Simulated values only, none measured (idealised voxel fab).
Module name: voxel gate over fins (process module)
cross-section cut | 290 nm wide | cells 5 nm
This document writes a cross-section as a grid whose cells are square, and gives it as bands, listed from the top down; one or more rows of cells form a band.
Quick guide to a band line: top height, bottom height (nm) up front; then every material left to right with its width in nm. Only one material and it's marked "edge to edge"? Then it fills the band edge to edge. And "empty" just means empty space.
Zero point of the height axis is 0; under it, received wafer = one material. Lowest band: continues down indefinitely, "0 down".
Graded width ("30..40"): value in top row of band = first number; value in bottom row = second number; row-to-row change constant.
What does "no modifications" mean for a step? It means no cell of the cross-section changed in that step.
Empty spaces without an open route to the top, at least 8 cells in extent, make up the entry "Trapped void list"; each is given as width x height at distance, where the distance is measured from the left edge, and all are in nm.
It should be noted that, on the line of a given step, the content following the step's settings is a remark produced by the simulator itself with respect to that step.
When a step includes a mask, the "overlay nm" setting on its line states how far to the right of its planned place that mask lay, and negative values state how far to the left.

Process steps - plan
1,RECEIVE: material Si
2,CONFORMAL_DEP: material SiN, thk nm 5
3,DIRECTIONAL_DEP: material aC, thk nm 10
4,PATTERN: tone cover, mask id FINS, material resist, width nm 15, pitch nm 55, thk nm 30, overlay nm 0
5,DIRECTIONAL_ETCH: etch materials aC, depth nm 10
6,STRIP: etch materials resist
7,DIRECTIONAL_ETCH: etch materials SiN, depth nm 5
8,DIRECTIONAL_ETCH: etch materials Si, depth nm 35
9,STRIP: etch materials aC
10,FILL_DEP: material SiO2, thk nm 15
11,CMP: height nm 5
12,DIRECTIONAL_DEP: material aC, thk nm 15
13,PATTERN: tone open, mask id RAIL, material resist, width nm 15, thk nm 35, overlay nm 0
14,DIRECTIONAL_ETCH: etch materials aC, depth nm 15
15,STRIP: etch materials resist
16,DIRECTIONAL_ETCH: etch materials SiO2, depth nm 35
17,STRIP: etch materials aC
18,CONFORMAL_DEP: material TiN, thk nm 5
19,FILL_DEP: material Ru, thk nm 5
20,CMP: height nm 5
21,SELECTIVE_ETCH: etch materials W Ru TiN, depth nm 20
22,FILL_DEP: material SiO2, thk nm 5
23,CMP: height nm 5
24,SELECTIVE_ETCH: etch materials SiO2, depth nm 15
25,STRIP: etch materials SiN
26,CONFORMAL_DEP: material HfO2, thk nm 5
27,CONFORMAL_DEP: material TiN, thk nm 5
28,CONFORMAL_DEP: material TiAl, thk nm 5
29,CONFORMAL_DEP: material TiN, thk nm 5
30,FILL_DEP: material W, thk nm 15
31,CMP: height nm 30
32,CONFORMAL_DEP: material SiCN, thk nm 10

The first wafer of two, processed as planned

Cross-section: wafer on arrival = after step 1
0 down = Si edge to edge
Trapped void list: none

Step 2 done - wafer cross-section
5 to 0 = SiN edge to edge
Everything under 0 stays put, no change at all.

Step 3 done - wafer cross-section
15 to 5 = aC edge to edge
Everything under 5 stays put, no change at all.

Step 4 done - wafer cross-section
45 to 15 = 110 nm empty | 15 nm resist | 40 nm empty | 15 nm resist | 110 nm empty
Everything under 15 stays put, no change at all.

Step 5 done - wafer cross-section
35 to 15 = 110 nm empty | 15 nm resist | 40 nm empty | 15 nm resist | 110 nm empty
15 to 5 = 110 nm empty | 15 nm aC | 40 nm empty | 15 nm aC | 110 nm empty
Everything under 5 stays put, no change at all.

Step 6 done - wafer cross-section
15 to 5 = 110 nm empty | 15 nm aC | 40 nm empty | 15 nm aC | 110 nm empty
Everything under 5 stays put, no change at all.

Step 7 done - wafer cross-section
15 to 5 = 110 nm empty | 15 nm aC | 40 nm empty | 15 nm aC | 110 nm empty
5 to 0 = 110 nm empty | 15 nm SiN | 40 nm empty | 15 nm SiN | 110 nm empty
Everything under 0 stays put, no change at all.

Step 8 done - wafer cross-section
15 to 5 = 110 nm empty | 15 nm aC | 40 nm empty | 15 nm aC | 110 nm empty
5 to 0 = 110 nm empty | 15 nm SiN | 40 nm empty | 15 nm SiN | 110 nm empty
0 to -35 = 110 nm empty | 15 nm Si | 40 nm empty | 15 nm Si | 110 nm empty
Everything under -35 stays put, no change at all.

Step 9 done - wafer cross-section
5 to 0 = 110 nm empty | 15 nm SiN | 40 nm empty | 15 nm SiN | 110 nm empty
Everything under 0 stays put, no change at all.

Step 10 done - wafer cross-section
20 to 5 = SiO2 edge to edge
5 to 0 = 110 nm SiO2 | 15 nm SiN | 40 nm SiO2 | 15 nm SiN | 110 nm SiO2
0 to -35 = 110 nm SiO2 | 15 nm Si | 40 nm SiO2 | 15 nm Si | 110 nm SiO2
Everything under -35 stays put, no change at all.

Step 11 done - wafer cross-section
5 to 0 = 110 nm SiO2 | 15 nm SiN | 40 nm SiO2 | 15 nm SiN | 110 nm SiO2
Everything under 0 stays put, no change at all.

Step 12 done - wafer cross-section
20 to 5 = aC edge to edge
Everything under 5 stays put, no change at all.

Step 13 done - wafer cross-section
55 to 20 = 135 nm resist | 15 nm empty | 140 nm resist
Everything under 20 stays put, no change at all.

Step 14 done - wafer cross-section
40 to 20 = 135 nm resist | 15 nm empty | 140 nm resist
20 to 5 = 135 nm aC | 15 nm empty | 140 nm aC
Everything under 5 stays put, no change at all.

Step 15 done - wafer cross-section
20 to 5 = 135 nm aC | 15 nm empty | 140 nm aC
Everything under 5 stays put, no change at all.

Step 16 done - wafer cross-section
20 to 5 = 135 nm aC | 15 nm empty | 140 nm aC
5 to 0 = 110 nm SiO2 | 15 nm SiN | 10 nm SiO2 | 15 nm empty | 15 nm SiO2 | 15 nm SiN | 110 nm SiO2
0 to -30 = 110 nm SiO2 | 15 nm Si | 10 nm SiO2 | 15 nm empty | 15 nm SiO2 | 15 nm Si | 110 nm SiO2
Everything under -30 stays put, no change at all.

Step 17 done - wafer cross-section
5 to 0 = 110 nm SiO2 | 15 nm SiN | 10 nm SiO2 | 15 nm empty | 15 nm SiO2 | 15 nm SiN | 110 nm SiO2
Everything under 0 stays put, no change at all.

Step 18 done - wafer cross-section
10 to 5 = 140 nm TiN | 5 nm empty | 145 nm TiN
5 to 0 = 110 nm SiO2 | 15 nm SiN | 10 nm SiO2 | 5 nm TiN | 5 nm empty | 5 nm TiN | 15 nm SiO2 | 15 nm SiN | 110 nm SiO2
0 to -25 = 110 nm SiO2 | 15 nm Si | 10 nm SiO2 | 5 nm TiN | 5 nm empty | 5 nm TiN | 15 nm SiO2 | 15 nm Si | 110 nm SiO2
-25 to -30 = 110 nm SiO2 | 15 nm Si | 10 nm SiO2 | 15 nm TiN | 15 nm SiO2 | 15 nm Si | 110 nm SiO2
Everything under -30 stays put, no change at all.

Step 19 done - wafer cross-section
15 to 10 = Ru edge to edge
10 to 5 = 140 nm TiN | 5 nm Ru | 145 nm TiN
5 to 0 = 110 nm SiO2 | 15 nm SiN | 10 nm SiO2 | 5 nm TiN | 5 nm Ru | 5 nm TiN | 15 nm SiO2 | 15 nm SiN | 110 nm SiO2
0 to -25 = 110 nm SiO2 | 15 nm Si | 10 nm SiO2 | 5 nm TiN | 5 nm Ru | 5 nm TiN | 15 nm SiO2 | 15 nm Si | 110 nm SiO2
Everything under -25 stays put, no change at all.

Step 20 done - wafer cross-section
5 to 0 = 110 nm SiO2 | 15 nm SiN | 10 nm SiO2 | 5 nm TiN | 5 nm Ru | 5 nm TiN | 15 nm SiO2 | 15 nm SiN | 110 nm SiO2
Everything under 0 stays put, no change at all.

Step 21 done - wafer cross-section
5 to 0 = 110 nm SiO2 | 15 nm SiN | 10 nm SiO2 | 15 nm empty | 15 nm SiO2 | 15 nm SiN | 110 nm SiO2
0 to -15 = 110 nm SiO2 | 15 nm Si | 10 nm SiO2 | 15 nm empty | 15 nm SiO2 | 15 nm Si | 110 nm SiO2
Everything under -15 stays put, no change at all.

Step 22 done - wafer cross-section
10 to 5 = SiO2 edge to edge
5 to 0 = 110 nm SiO2 | 15 nm SiN | 40 nm SiO2 | 15 nm SiN | 110 nm SiO2
0 to -15 = 110 nm SiO2 | 15 nm Si | 40 nm SiO2 | 15 nm Si | 110 nm SiO2
Everything under -15 stays put, no change at all.

Step 23 done - wafer cross-section
5 to 0 = 110 nm SiO2 | 15 nm SiN | 40 nm SiO2 | 15 nm SiN | 110 nm SiO2
Everything under 0 stays put, no change at all.

Step 24 done - wafer cross-section
5 to 0 = 110 nm empty | 15 nm SiN | 40 nm empty | 15 nm SiN | 110 nm empty
0 to -10 = 110 nm empty | 15 nm Si | 40 nm empty | 15 nm Si | 110 nm empty
Everything under -10 stays put, no change at all.

Step 25 done - wafer cross-section
0 to -10 = 110 nm empty | 15 nm Si | 40 nm empty | 15 nm Si | 110 nm empty
Everything under -10 stays put, no change at all.

Step 26 done - wafer cross-section
5 to 0 = 105 nm empty | 25 nm HfO2 | 30 nm empty | 25 nm HfO2 | 105 nm empty
0 to -5 = 105 nm empty | 5 nm HfO2 | 15 nm Si | 5 nm HfO2 | 30 nm empty | 5 nm HfO2 | 15 nm Si | 5 nm HfO2 | 105 nm empty
-5 to -10 = 110 nm HfO2 | 15 nm Si | 40 nm HfO2 | 15 nm Si | 110 nm HfO2
Everything under -10 stays put, no change at all.

Step 27 done - wafer cross-section
10 to 5 = 100 nm empty | 35 nm TiN | 20 nm empty | 35 nm TiN | 100 nm empty
5 to 0 = 100 nm empty | 5 nm TiN | 25 nm HfO2 | 5 nm TiN | 20 nm empty | 5 nm TiN | 25 nm HfO2 | 5 nm TiN | 100 nm empty
0 to -5 = 105 nm TiN | 5 nm HfO2 | 15 nm Si | 5 nm HfO2 | 30 nm TiN | 5 nm HfO2 | 15 nm Si | 5 nm HfO2 | 105 nm TiN
Everything under -5 stays put, no change at all.

Step 28 done - wafer cross-section
15 to 10 = 95 nm empty | 45 nm TiAl | 10 nm empty | 45 nm TiAl | 95 nm empty
10 to 5 = 95 nm empty | 5 nm TiAl | 35 nm TiN | 5 nm TiAl | 10 nm empty | 5 nm TiAl | 35 nm TiN | 5 nm TiAl | 95 nm empty
5 to 0 = 100 nm TiAl | 5 nm TiN | 25 nm HfO2 | 5 nm TiN | 20 nm TiAl | 5 nm TiN | 25 nm HfO2 | 5 nm TiN | 100 nm TiAl
Everything under 0 stays put, no change at all.

Step 29 done - wafer cross-section
20 to 15 = 90 nm empty | 110 nm TiN | 90 nm empty
15 to 10 = 90 nm empty | 5 nm TiN | 45 nm TiAl | 10 nm TiN | 45 nm TiAl | 5 nm TiN | 90 nm empty
10 to 5 = 95 nm TiN | 5 nm TiAl | 35 nm TiN | 5 nm TiAl | 10 nm TiN | 5 nm TiAl | 35 nm TiN | 5 nm TiAl | 95 nm TiN
Everything under 5 stays put, no change at all.

Step 30 done - wafer cross-section
35 to 20 = W edge to edge
20 to 15 = 90 nm W | 110 nm TiN | 90 nm W
15 to 10 = 90 nm W | 5 nm TiN | 45 nm TiAl | 10 nm TiN | 45 nm TiAl | 5 nm TiN | 90 nm W
Everything under 10 stays put, no change at all.

Step 31 done - wafer cross-section
30 to 20 = W edge to edge
Everything under 20 stays put, no change at all.

Step 32 done - wafer cross-section
40 to 30 = SiCN edge to edge
Everything under 30 stays put, no change at all.

Now the other wafer: same start, same recipe, but we messed up one thing when running it. Up to and including step 23 it's the same as the first one

Second wafer at the planned finish of step 24, seen in cross-section
5 to 0 = 110 nm empty | 15 nm SiN | 40 nm empty | 15 nm SiN | 110 nm empty
0 to -15 = 110 nm empty | 15 nm Si | 40 nm empty | 15 nm Si | 110 nm empty
-15 to -25 = 110 nm empty | 15 nm Si | 10 nm empty | 5 nm TiN | 5 nm Ru | 5 nm TiN | 15 nm empty | 15 nm Si | 110 nm empty
Everything under -25 stays put, no change at all.

Second wafer at the planned finish of step 25, seen in cross-section
0 to -15 = 110 nm empty | 15 nm Si | 40 nm empty | 15 nm Si | 110 nm empty
Everything under -15 stays put, no change at all.

Second wafer at the planned finish of step 26, seen in cross-section
5 to 0 = 105 nm empty | 25 nm HfO2 | 30 nm empty | 25 nm HfO2 | 105 nm empty
0 to -10 = 105 nm empty | 5 nm HfO2 | 15 nm Si | 5 nm HfO2 | 30 nm empty | 5 nm HfO2 | 15 nm Si | 5 nm HfO2 | 105 nm empty
-10 to -15 = 105 nm empty | 5 nm HfO2 | 15 nm Si | 30 nm HfO2 | 5 nm empty | 5 nm HfO2 | 15 nm Si | 5 nm HfO2 | 105 nm empty
-15 to -20 = 105 nm empty | 5 nm HfO2 | 15 nm Si | 10 nm HfO2 | 5 nm TiN | 5 nm Ru | 5 nm TiN | 5 nm HfO2 | 5 nm empty | 5 nm HfO2 | 15 nm Si | 5 nm HfO2 | 105 nm empty
-20 to -25 = 110 nm HfO2 | 15 nm Si | 10 nm HfO2 | 5 nm TiN | 5 nm Ru | 5 nm TiN | 15 nm HfO2 | 15 nm Si | 110 nm HfO2
Everything under -25 stays put, no change at all.

Second wafer at the planned finish of step 27, seen in cross-section
10 to 5 = 100 nm empty | 35 nm TiN | 20 nm empty | 35 nm TiN | 100 nm empty
5 to 0 = 100 nm empty | 5 nm TiN | 25 nm HfO2 | 5 nm TiN | 20 nm empty | 5 nm TiN | 25 nm HfO2 | 5 nm TiN | 100 nm empty
0 to -5 = 100 nm empty | 5 nm TiN | 5 nm HfO2 | 15 nm Si | 5 nm HfO2 | 5 nm TiN | 20 nm empty | 5 nm TiN | 5 nm HfO2 | 15 nm Si | 5 nm HfO2 | 5 nm TiN | 100 nm empty
-5 to -15 = 100 nm empty | 5 nm TiN | 5 nm HfO2 | 15 nm Si | 5..30 nm HfO2 | 30..5 nm TiN | 5 nm HfO2 | 15 nm Si | 5 nm HfO2 | 5 nm TiN | 100 nm empty
-15 to -20 = 105 nm TiN | 5 nm HfO2 | 15 nm Si | 10 nm HfO2 | 5 nm TiN | 5 nm Ru | 5 nm TiN | 5 nm HfO2 | 5 nm TiN | 5 nm HfO2 | 15 nm Si | 5 nm HfO2 | 105 nm TiN
Everything under -20 stays put, no change at all.

Second wafer at the planned finish of step 28, seen in cross-section
15 to 10 = 95 nm empty | 45 nm TiAl | 10 nm empty | 45 nm TiAl | 95 nm empty
10 to 5 = 95 nm empty | 5 nm TiAl | 35 nm TiN | 5 nm TiAl | 10 nm empty | 5 nm TiAl | 35 nm TiN | 5 nm TiAl | 95 nm empty
5 to 0 = 95 nm empty | 5 nm TiAl | 5 nm TiN | 25 nm HfO2 | 5 nm TiN | 5 nm TiAl | 10 nm empty | 5 nm TiAl | 5 nm TiN | 25 nm HfO2 | 5 nm TiN | 5 nm TiAl | 95 nm empty
0 to -5 = 95 nm empty | 5 nm TiAl | 5 nm TiN | 5 nm HfO2 | 15 nm Si | 5 nm HfO2 | 5 nm TiN | 20 nm TiAl | 5 nm TiN | 5 nm HfO2 | 15 nm Si | 5 nm HfO2 | 5 nm TiN | 5 nm TiAl | 95 nm empty
-5 to -10 = 95 nm empty | 5 nm TiAl | 5 nm TiN | 5 nm HfO2 | 15 nm Si | 5 nm HfO2 | 30 nm TiN | 5 nm HfO2 | 15 nm Si | 5 nm HfO2 | 5 nm TiN | 5 nm TiAl | 95 nm empty
-10 to -15 = 100 nm TiAl | 5 nm TiN | 5 nm HfO2 | 15 nm Si | 30 nm HfO2 | 5 nm TiN | 5 nm HfO2 | 15 nm Si | 5 nm HfO2 | 5 nm TiN | 100 nm TiAl
Everything under -15 stays put, no change at all.

Second wafer at the planned finish of step 29, seen in cross-section
20 to 15 = 90 nm empty | 110 nm TiN | 90 nm empty
15 to 10 = 90 nm empty | 5 nm TiN | 45 nm TiAl | 10 nm TiN | 45 nm TiAl | 5 nm TiN | 90 nm empty
10 to 5 = 90 nm empty | 5 nm TiN | 5 nm TiAl | 35 nm TiN | 5 nm TiAl | 10 nm TiN | 5 nm TiAl | 35 nm TiN | 5 nm TiAl | 5 nm TiN | 90 nm empty
5 to 0 = 90 nm empty | 5 nm TiN | 5 nm TiAl | 5 nm TiN | 25 nm HfO2 | 5 nm TiN | 5 nm TiAl | 10 nm TiN | 5 nm TiAl | 5 nm TiN | 25 nm HfO2 | 5 nm TiN | 5 nm TiAl | 5 nm TiN | 90 nm empty
0 to -5 = 90 nm empty | 5 nm TiN | 5 nm TiAl | 5 nm TiN | 5 nm HfO2 | 15 nm Si | 5 nm HfO2 | 5 nm TiN | 20 nm TiAl | 5 nm TiN | 5 nm HfO2 | 15 nm Si | 5 nm HfO2 | 5 nm TiN | 5 nm TiAl | 5 nm TiN | 90 nm empty
-5 to -10 = 95 nm TiN | 5 nm TiAl | 5 nm TiN | 5 nm HfO2 | 15 nm Si | 5 nm HfO2 | 30 nm TiN | 5 nm HfO2 | 15 nm Si | 5 nm HfO2 | 5 nm TiN | 5 nm TiAl | 95 nm TiN
Everything under -10 stays put, no change at all.

Second wafer at the planned finish of step 30, seen in cross-section
35 to 20 = W edge to edge
20 to 15 = 90 nm W | 110 nm TiN | 90 nm W
15 to 10 = 90 nm W | 5 nm TiN | 45 nm TiAl | 10 nm TiN | 45 nm TiAl | 5 nm TiN | 90 nm W
10 to 5 = 90 nm W | 5 nm TiN | 5 nm TiAl | 35 nm TiN | 5 nm TiAl | 10 nm TiN | 5 nm TiAl | 35 nm TiN | 5 nm TiAl | 5 nm TiN | 90 nm W
5 to 0 = 90 nm W | 5 nm TiN | 5 nm TiAl | 5 nm TiN | 25 nm HfO2 | 5 nm TiN | 5 nm TiAl | 10 nm TiN | 5 nm TiAl | 5 nm TiN | 25 nm HfO2 | 5 nm TiN | 5 nm TiAl | 5 nm TiN | 90 nm W
0 to -5 = 90 nm W | 5 nm TiN | 5 nm TiAl | 5 nm TiN | 5 nm HfO2 | 15 nm Si | 5 nm HfO2 | 5 nm TiN | 20 nm TiAl | 5 nm TiN | 5 nm HfO2 | 15 nm Si | 5 nm HfO2 | 5 nm TiN | 5 nm TiAl | 5 nm TiN | 90 nm W
Everything under -5 stays put, no change at all.

Second wafer at the planned finish of step 31, seen in cross-section
30 to 20 = W edge to edge
Everything under 20 stays put, no change at all.

Second wafer at the planned finish of step 32, seen in cross-section
40 to 30 = SiCN edge to edge
Everything under 30 stays put, no change at all.
It is concluded that the wafer was processed incorrectly with respect to the plan, in that the plan's step 24 ran twice
It is noted that, at the conclusion of processing, the second wafer exhibits a higher or lower cell count for certain materials relative to the first: 16 more of HfO2, 150 fewer of SiO2, 8 more of TiAl, 18 more of TiN, 108 more of W
